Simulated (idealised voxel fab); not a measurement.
process module | voxel wiring stack
cross-section cut | 290 nm wide | cells 5 nm
A cross-section is a grid of square cells, given in bands from the top down. A band is one or more rows of cells.
Each band's line starts with the height of the band's top and of its bottom, in nm. Then come its materials from left to right, each with its width in nm. One material with "throughout" fills the band from edge to edge. "air" is empty space.
Height 0 is the level under which the wafer as received is all one material. The lowest band goes on downwards, as in "0 down".
A width such as "30 to 40" changes by the same amount from each row of cells to the next, from the band's top row to its bottom row.
"no change" after a step means that no cell of the cross-section changed.
closed voids: empty space of 8 cells or more with no open way to the top, each as width x height at its distance from the left edge, in nm
after a step's settings: what the simulator itself notes on the step
overlay nm, on a step with a mask: how far to the right of its planned place the mask lay; to the left if negative
plan
1 op RECEIVE | material Si
2 op CONFORMAL_DEP | material SiO2 | thk nm 15
3 op CONFORMAL_DEP | material SiN | thk nm 5
4 op DIRECTIONAL_DEP | material SiO2 | thk nm 15
5 op PATTERN | tone open | mask id METAL_1 | material resist | width nm 20 | pitch nm 50 | thk nm 20 | overlay nm 0
6 op DIRECTIONAL_ETCH | etch materials SiO2 | depth nm 15
7 op DIRECTIONAL_ETCH | etch materials SiN | depth nm 5
8 op STRIP | etch materials resist
9 op CONFORMAL_DEP | material TiN | thk nm 5
10 op FILL_DEP | material Cu | thk nm 5
11 op CMP | height nm 35
12 op CONFORMAL_DEP | material SiCN | thk nm 5
13 op DIRECTIONAL_DEP | material SiO2 | thk nm 25
14 op DIRECTIONAL_DEP | material aC | thk nm 15
15 op PATTERN | tone open | mask id METAL_2_HOLES | material resist | width nm 15 | pitch nm 100 | thk nm 35 | overlay nm 0
16 op DIRECTIONAL_ETCH | etch materials aC | depth nm 15
17 op STRIP | etch materials resist
18 op DIRECTIONAL_ETCH | etch materials SiO2 | depth nm 25
19 op STRIP | etch materials aC
20 op PATTERN | tone open | mask id METAL_2 | material resist | width nm 20 | pitch nm 50 | thk nm 15 | overlay nm 0
21 op DIRECTIONAL_ETCH | etch materials SiO2 | depth nm 15
22 op DIRECTIONAL_ETCH | etch materials SiCN | depth nm 5
23 op STRIP | etch materials resist
24 op CONFORMAL_DEP | material TiN | thk nm 5
25 op FILL_DEP | material Ru | thk nm 10
26 op CMP | height nm 65
27 op CONFORMAL_DEP | material SiCN | thk nm 5
28 op DIRECTIONAL_DEP | material lowk | thk nm 30
29 op PATTERN | tone open | mask id METAL_3_HOLES | material resist | width nm 15 | pitch nm 100 | thk nm 20 | overlay nm 0
30 op DIRECTIONAL_ETCH | etch materials lowk | depth nm 30
31 op STRIP | etch materials resist
32 op MASKED_ETCH | tone open | mask id METAL_3 | width nm 20 | pitch nm 50 | etch materials lowk | depth nm 20 | overlay nm 0
33 op MASKED_ETCH | tone open | mask id METAL_3 | width nm 20 | pitch nm 50 | etch materials SiCN | depth nm 5 | overlay nm 0
34 op CONFORMAL_DEP | material TiN | thk nm 5
35 op FILL_DEP | material Ru | thk nm 10
36 op CMP | height nm 100
37 op CONFORMAL_DEP | material SiCN | thk nm 5
38 op DIRECTIONAL_DEP | material lowk | thk nm 10
39 op MASKED_ETCH | tone open | mask id PLUG_3 | width nm 15 | pitch nm 50 | etch materials lowk | depth nm 10 | overlay nm 0
40 op MASKED_ETCH | tone open | mask id PLUG_3 | width nm 15 | pitch nm 50 | etch materials SiCN | depth nm 5 | overlay nm 0
41 op EPI | material Ru | thk nm 10
42 op EPI | material Ru | thk nm 5
43 op CONFORMAL_DEP | material SiN | thk nm 5
44 op DIRECTIONAL_DEP | material lowk | thk nm 15
45 op DIRECTIONAL_DEP | material aC | thk nm 15
46 op PATTERN | tone open | mask id METAL_4 | material resist | width nm 20 | pitch nm 50 | thk nm 35 | overlay nm 0
47 op DIRECTIONAL_ETCH | etch materials aC | depth nm 15
48 op STRIP | etch materials resist
49 op DIRECTIONAL_ETCH | etch materials lowk | depth nm 15
50 op DIRECTIONAL_ETCH | etch materials SiN | depth nm 5
51 op STRIP | etch materials aC
52 op CONFORMAL_DEP | material TiN | thk nm 5
53 op FILL_DEP | material Ru | thk nm 5
54 op CMP | height nm 135
55 op EPI | material Ru | thk nm 5
56 op FILL_DEP | material SiCN | thk nm 5
as received, after step 1
  0 down: Si throughout
  closed voids: none
first wafer at the end, as planned
  145 to 140: SiCN throughout
  140 to 135: SiCN 80 | Ru 30 | SiCN 20 | Ru 30 | SiCN 20 | Ru 30 | SiCN 80
  135 to 120: lowk 85 | TiN 5 | Ru 10 | TiN 5 | lowk 30 | TiN 5 | Ru 10 | TiN 5 | lowk 30 | TiN 5 | Ru 10 | TiN 5 | lowk 85
  120 to 115: SiN 85 | TiN 20 | SiN 30 | TiN 20 | SiN 30 | TiN 20 | SiN 85
  115 to 105: lowk 85 | Ru 15 | lowk 35 | Ru 15 | lowk 35 | Ru 15 | lowk 90
  105 to 100: SiCN 85 | Ru 15 | SiCN 35 | Ru 15 | SiCN 35 | Ru 15 | SiCN 90
  100 to 85: lowk 85 | TiN 5 | Ru 10 | TiN 5 | lowk 30 | TiN 5 | Ru 10 | TiN 5 | lowk 30 | TiN 5 | Ru 10 | TiN 5 | lowk 85
  85 to 80: lowk 85 | TiN 5 | Ru 5 | TiN 10 | lowk 30 | TiN 20 | lowk 30 | TiN 5 | Ru 5 | TiN 10 | lowk 85
  80 to 70: lowk 85 | TiN 5 | Ru 5 | TiN 5 | lowk 85 | TiN 5 | Ru 5 | TiN 5 | lowk 90
  70 to 65: SiCN 85 | TiN 15 | SiCN 85 | TiN 15 | SiCN 90
  65 to 55: SiO2 85 | TiN 5 | Ru 10 | TiN 5 | SiO2 30 | TiN 5 | Ru 10 | TiN 5 | SiO2 30 | TiN 5 | Ru 10 | TiN 5 | SiO2 85
  55 to 50: SiO2 85 | TiN 5 | Ru 5 | TiN 10 | SiO2 30 | TiN 20 | SiO2 30 | TiN 5 | Ru 5 | TiN 10 | SiO2 85
  50 to 40: SiO2 85 | TiN 5 | Ru 5 | TiN 5 | SiO2 85 | TiN 5 | Ru 5 | TiN 5 | SiO2 90
  40 to 35: SiCN 85 | TiN 15 | SiCN 85 | TiN 15 | SiCN 90
  35 to 20: SiO2 85 | TiN 5 | Cu 10 | TiN 5 | SiO2 30 | TiN 5 | Cu 10 | TiN 5 | SiO2 30 | TiN 5 | Cu 10 | TiN 5 | SiO2 85
  20 to 15: SiN 85 | TiN 20 | SiN 30 | TiN 20 | SiN 30 | TiN 20 | SiN 85
  15 to 0: SiO2 throughout
  0 down: Si throughout
  closed voids: none
second wafer at the end: like start, like plan, one mistake
  140 to 135: air 80 | Ru 30 | air 20 | Ru 30 | air 20 | Ru 30 | air 80
  135 to 120: lowk 85 | TiN 5 | Ru 10 | TiN 5 | lowk 30 | TiN 5 | Ru 10 | TiN 5 | lowk 30 | TiN 5 | Ru 10 | TiN 5 | lowk 85
  120 to 115: SiN 85 | TiN 20 | SiN 30 | TiN 20 | SiN 30 | TiN 20 | SiN 85
  115 to 105: lowk 85 | Ru 15 | lowk 35 | Ru 15 | lowk 35 | Ru 15 | lowk 90
  105 to 100: SiCN 85 | Ru 15 | SiCN 35 | Ru 15 | SiCN 35 | Ru 15 | SiCN 90
  100 to 85: lowk 85 | TiN 5 | Ru 10 | TiN 5 | lowk 30 | TiN 5 | Ru 10 | TiN 5 | lowk 30 | TiN 5 | Ru 10 | TiN 5 | lowk 85
  85 to 80: lowk 85 | TiN 5 | Ru 5 | TiN 10 | lowk 30 | TiN 20 | lowk 30 | TiN 5 | Ru 5 | TiN 10 | lowk 85
  80 to 70: lowk 85 | TiN 5 | Ru 5 | TiN 5 | lowk 85 | TiN 5 | Ru 5 | TiN 5 | lowk 90
  70 to 65: SiCN 85 | TiN 15 | SiCN 85 | TiN 15 | SiCN 90
  65 to 55: SiO2 85 | TiN 5 | Ru 10 | TiN 5 | SiO2 30 | TiN 5 | Ru 10 | TiN 5 | SiO2 30 | TiN 5 | Ru 10 | TiN 5 | SiO2 85
  55 to 50: SiO2 85 | TiN 5 | Ru 5 | TiN 10 | SiO2 30 | TiN 20 | SiO2 30 | TiN 5 | Ru 5 | TiN 10 | SiO2 85
  50 to 40: SiO2 85 | TiN 5 | Ru 5 | TiN 5 | SiO2 85 | TiN 5 | Ru 5 | TiN 5 | SiO2 90
  40 to 35: SiCN 85 | TiN 15 | SiCN 85 | TiN 15 | SiCN 90
  35 to 20: SiO2 85 | TiN 5 | Cu 10 | TiN 5 | SiO2 30 | TiN 5 | Cu 10 | TiN 5 | SiO2 30 | TiN 5 | Cu 10 | TiN 5 | SiO2 85
  20 to 15: SiN 85 | TiN 20 | SiN 30 | TiN 20 | SiN 30 | TiN 20 | SiN 85
  15 to 0: SiO2 throughout
  0 down: Si throughout
  closed voids: none
what went wrong: step 56 was left out
at the end the second wafer has, in cells: 98 fewer of SiCN
